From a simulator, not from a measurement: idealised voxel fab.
Process module name: voxel gate over fins
This is section cut - it's 235 nm across, gridded in 5 nm square cells.
Notation: cross-section as square-cell grid; stated in bands, top first, going down; one or more cell rows per band.
Heights first: top, then bottom, in nm. Then materials, left to right, each with a width in nm. "all across" on a single material: fills the band edge to edge. "blank": empty space.
Measure heights from 0. That's the level where, below it, the as-received wafer is all one material. The lowest band is bottomless and extends downward; write it as in "0 nm and below".
Width: "30..40" (first number = top row, second number = bottom row, same change from row to row of cells).
"no alterations made" after a step means that no cell of the cross-section changed.
What "Sealed void inventory" gives you is every empty space of 8 cells or more that is cut off from the top. Each appears as width x height at distance, with the distance taken from the left edge and width, height and distance all in nm.
Step line, after settings: the simulator's comment on this step.
The setting "overlay nm" may be written on the line of a step. When the step uses a mask, the value reports how far to the right of the planned place the mask lay, and a negative value reports that it lay to the left.
[plan]
step 1: RECEIVE with material Si
step 2: CONFORMAL_DEP with material SiN, thk nm 10
step 3: DIRECTIONAL_DEP with material aC, thk nm 10
step 4: PATTERN with tone cover, mask id FINS, material resist, width nm 15, pitch nm 50, thk nm 25, overlay nm -15
step 5: DIRECTIONAL_ETCH with etch materials aC, depth nm 10
step 6: STRIP with etch materials resist
step 7: DIRECTIONAL_ETCH with etch materials SiN, depth nm 10
step 8: DIRECTIONAL_ETCH with etch materials Si, depth nm 35
step 9: STRIP with etch materials aC
step 10: OXIDIZE with depth nm 5
step 11: FILL_DEP with material SiO2, thk nm 10
step 12: CMP with height nm 10
step 13: DIRECTIONAL_DEP with material aC, thk nm 10
step 14: PATTERN with tone open, mask id RAIL, material resist, width nm 15, thk nm 30, overlay nm 0
step 15: DIRECTIONAL_ETCH with etch materials aC, depth nm 10
step 16: STRIP with etch materials resist
step 17: DIRECTIONAL_ETCH with etch materials SiO2, depth nm 40
step 18: STRIP with etch materials aC
step 19: CONFORMAL_DEP with material TiN, thk nm 5
step 20: FILL_DEP with material Ru, thk nm 5
step 21: CMP with height nm 10
step 22: SELECTIVE_ETCH with etch materials W Ru TiN, depth nm 35
step 23: FILL_DEP with material SiO2, thk nm 5
step 24: CMP with height nm 10
step 25: SELECTIVE_ETCH with etch materials SiO2, depth nm 25
step 26: STRIP with etch materials SiN
step 27: CONFORMAL_DEP with material HfO2, thk nm 5
step 28: CONFORMAL_DEP with material TiN, thk nm 5
step 29: CONFORMAL_DEP with material TiAl, thk nm 5
step 30: CONFORMAL_DEP with material TiN, thk nm 5
step 31: FILL_DEP with material W, thk nm 10
step 32: CMP with height nm 25
step 33: CONFORMAL_DEP with material SiN, thk nm 10
The value of overlay nm given for step 4 in the plan refers to the first wafer; the wafers vary in this setting and are alike at the start.
[Cross-section of the first of several received wafers, showing its state after step 1]
	0 nm and below = Si all across
	Sealed void inventory: none
[End of the module, past its last step, step 33: how the first of several wafers looks in cross-section]
	35 nm to 25 nm = SiN all across
	25 nm to 20 nm = W all across
	20 nm to 15 nm = W (5)  TiN (45)  W (5)  TiN (45)  W (5)  TiN (45)  W (5)  TiN (45)  W (35)
	15 nm to 10 nm = W (5)  TiN (5)  TiAl (35)  TiN (5)  W (5)  TiN (5)  TiAl (35)  TiN (5)  W (5)  TiN (5)  TiAl (35)  TiN (5)  W (5)  TiN (5)  TiAl (35)  TiN (5)  W (35)
	10 nm to 5 nm = W (5)  TiN (5)  TiAl (5)  TiN (25)  TiAl (5)  TiN (5)  W (5)  TiN (5)  TiAl (5)  TiN (25)  TiAl (5)  TiN (5)  W (5)  TiN (5)  TiAl (5)  TiN (25)  TiAl (5)  TiN (5)  W (5)  TiN (5)  TiAl (5)  TiN (25)  TiAl (5)  TiN (5)  W (35)
	5 nm to 0 nm = TiN (10)  TiAl (5)  TiN (5)  HfO2 (15)  TiN (5)  TiAl (5)  TiN (15)  TiAl (5)  TiN (5)  HfO2 (15)  TiN (5)  TiAl (5)  TiN (15)  TiAl (5)  TiN (5)  HfO2 (15)  TiN (5)  TiAl (5)  TiN (15)  TiAl (5)  TiN (5)  HfO2 (15)  TiN (5)  TiAl (5)  TiN (40)
	0 nm to -5 nm = TiAl (15)  TiN (5)  HfO2 (5)  Si (5)  HfO2 (5)  TiN (5)  TiAl (25)  TiN (5)  HfO2 (5)  Si (5)  HfO2 (5)  TiN (5)  TiAl (25)  TiN (5)  HfO2 (5)  Si (5)  HfO2 (5)  TiN (5)  TiAl (25)  TiN (5)  HfO2 (5)  Si (5)  HfO2 (5)  TiN (5)  TiAl (45)
	-5 nm to -10 nm = TiN (20)  HfO2 (5)  Si (5)  HfO2 (5)  TiN (35)  HfO2 (5)  Si (5)  HfO2 (5)  TiN (35)  HfO2 (5)  Si (5)  HfO2 (5)  TiN (35)  HfO2 (5)  Si (5)  HfO2 (5)  TiN (50)
	-10 nm to -15 nm = HfO2 (25)  Si (5)  HfO2 (45)  Si (5)  HfO2 (45)  Si (5)  HfO2 (45)  Si (5)  HfO2 (55)
	-15 nm to -25 nm = SiO2 (25)  Si (5)  SiO2 (45)  Si (5)  SiO2 (45)  Si (5)  SiO2 (45)  Si (5)  SiO2 (55)
	-25 nm to -30 nm = SiO2 (25)  Si (5)  SiO2 (30)  TiN (10)  SiO2 (5)  Si (5)  SiO2 (45)  Si (5)  SiO2 (45)  Si (5)  SiO2 (55)
	-30 nm to -40 nm = SiO2 (25)  Si (5)  SiO2 (45)  Si (5)  SiO2 (45)  Si (5)  SiO2 (45)  Si (5)  SiO2 (55)
	-40 nm and below = Si all across
	Sealed void inventory: none
[Last wafer of the set, cross-sectioned at end of module]
	35 nm to 25 nm = SiN all across
	25 nm to 20 nm = W all across
	20 nm to 15 nm = W (35)  TiN (45)  W (5)  TiN (45)  W (5)  TiN (45)  W (5)  TiN (45)  W (5)
	15 nm to 10 nm = W (35)  TiN (5)  TiAl (35)  TiN (5)  W (5)  TiN (5)  TiAl (35)  TiN (5)  W (5)  TiN (5)  TiAl (35)  TiN (5)  W (5)  TiN (5)  TiAl (35)  TiN (5)  W (5)
	10 nm to 5 nm = W (35)  TiN (5)  TiAl (5)  TiN (25)  TiAl (5)  TiN (5)  W (5)  TiN (5)  TiAl (5)  TiN (25)  TiAl (5)  TiN (5)  W (5)  TiN (5)  TiAl (5)  TiN (25)  TiAl (5)  TiN (5)  W (5)  TiN (5)  TiAl (5)  TiN (25)  TiAl (5)  TiN (5)  W (5)
	5 nm to 0 nm = TiN (40)  TiAl (5)  TiN (5)  HfO2 (15)  TiN (5)  TiAl (5)  TiN (15)  TiAl (5)  TiN (5)  HfO2 (15)  TiN (5)  TiAl (5)  TiN (15)  TiAl (5)  TiN (5)  HfO2 (15)  TiN (5)  TiAl (5)  TiN (15)  TiAl (5)  TiN (5)  HfO2 (15)  TiN (5)  TiAl (5)  TiN (10)
	0 nm to -5 nm = TiAl (45)  TiN (5)  HfO2 (5)  Si (5)  HfO2 (5)  TiN (5)  TiAl (25)  TiN (5)  HfO2 (5)  Si (5)  HfO2 (5)  TiN (5)  TiAl (25)  TiN (5)  HfO2 (5)  Si (5)  HfO2 (5)  TiN (5)  TiAl (25)  TiN (5)  HfO2 (5)  Si (5)  HfO2 (5)  TiN (5)  TiAl (15)
	-5 nm to -10 nm = TiN (50)  HfO2 (5)  Si (5)  HfO2 (5)  TiN (35)  HfO2 (5)  Si (5)  HfO2 (5)  TiN (35)  HfO2 (5)  Si (5)  HfO2 (5)  TiN (35)  HfO2 (5)  Si (5)  HfO2 (5)  TiN (20)
	-10 nm to -15 nm = HfO2 (55)  Si (5)  HfO2 (45)  Si (5)  HfO2 (45)  Si (5)  HfO2 (45)  Si (5)  HfO2 (25)
	-15 nm to -25 nm = SiO2 (55)  Si (5)  SiO2 (45)  Si (5)  SiO2 (45)  Si (5)  SiO2 (45)  Si (5)  SiO2 (25)
	-25 nm to -30 nm = SiO2 (55)  Si (5)  SiO2 (5)  TiN (10)  SiO2 (30)  Si (5)  SiO2 (45)  Si (5)  SiO2 (45)  Si (5)  SiO2 (25)
	-30 nm to -40 nm = SiO2 (55)  Si (5)  SiO2 (45)  Si (5)  SiO2 (45)  Si (5)  SiO2 (45)  Si (5)  SiO2 (25)
	-40 nm and below = Si all across
	Sealed void inventory: none
[Row per wafer, end-of-module: cell gain (+)/loss (-) by material since the wafer came in, then closed voids]
overlay nm -15; +71 HfO2; -344 Si; +94 SiN; +213 SiO2; +71 TiAl; +144 TiN; +80 W; Sealed void inventory: none
overlay nm -10; +71 HfO2; -344 Si; +94 SiN; +212 SiO2; +71 TiAl; +145 TiN; +80 W; Sealed void inventory: none
overlay nm -5; +71 HfO2; -344 Si; +94 SiN; +212 SiO2; +71 TiAl; +145 TiN; +80 W; Sealed void inventory: none
overlay nm 0; +71 HfO2; -344 Si; +94 SiN; +212 SiO2; +71 TiAl; +145 TiN; +80 W; Sealed void inventory: none
overlay nm 5; +71 HfO2; -344 Si; +94 SiN; +212 SiO2; +71 TiAl; +145 TiN; +80 W; Sealed void inventory: none
overlay nm 10; +71 HfO2; -344 Si; +94 SiN; +212 SiO2; +71 TiAl; +145 TiN; +80 W; Sealed void inventory: none
overlay nm 15; +71 HfO2; -344 Si; +94 SiN; +213 SiO2; +71 TiAl; +144 TiN; +80 W; Sealed void inventory: none
